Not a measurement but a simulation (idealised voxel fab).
process module | voxel local oxidation
It is cross-section cut that appears here, measuring 230 nm in width, its square cells being 5 nm in size.
Cross-section format: a grid of square cells, given as bands from top to bottom; each band is one or more rows of cells.
Within each band entry, the heights of the top and of the bottom of the band appear first, in that order and in nm; the materials of the band then follow from left to right, each with its corresponding width in nm. The designation "edge to edge" on a single material indicates that it fills the band from edge to edge; the designation "empty" indicates empty space.
Height is counted from the level 0, under which the received wafer is composed throughout of one material. The lowest of the bands is not closed at the bottom but continues downward, in the notation "0 and below".
Think of "30 to 40" as a width that walks from the first number to the second as you go down the band, top row to bottom row, taking equal-sized steps from row to row.
"remained the same", as given for a step, is the statement that not any cell of the cross-section underwent a change during that step.
Enclosed voids (no open way to top), threshold 8 cells or more, entry "Catalogued sealed voids", notation width x height at distance, distance from left edge, nm.
On a step's line, text after the settings is the simulator commenting on that step.
Each step line may optionally specify "overlay nm", which for a step with a mask gives the rightward distance between the mask's planned place and where it lay, a negative value indicating the leftward direction.
Steps planned for the process:
- 1: RECEIVE with material Si
- 2: CONFORMAL_DEP with material SiO2, thk nm 5
- 3: CONFORMAL_DEP with material SiN, thk nm 10
- 4: PATTERN with tone cover, mask id ACTIVE, material resist, width nm 110, thk nm 20, overlay nm 0
- 5: DIRECTIONAL_ETCH with etch materials SiN, depth nm 10
- 6: STRIP with etch materials resist
- 7: SELECTIVE_ETCH with etch materials SiO2, depth nm 5
- 8: OXIDIZE with depth nm 10
- 9: STRIP with etch materials SiN
Cross-sectional view of the wafer in its as-received condition, corresponding to the state after step 1:
	0 and below | Si edge to edge
	Catalogued sealed voids: none
Result of the module, cross-sectioned: start per above, plan per above, one error in how it was run:
	5 down to 0 | 70 nm empty; 95 nm SiO2; 65 nm empty
	0 down to -10 | 80 nm SiO2; 75 nm Si; 75 nm SiO2
	-10 and below | Si edge to edge
	Catalogued sealed voids: none
What was done differently from what was planned? contrary to plan, step 4 was performed as PATTERN with tone cover, mask id ACTIVE, material resist, width nm 105, thk nm 20, overlay nm 0
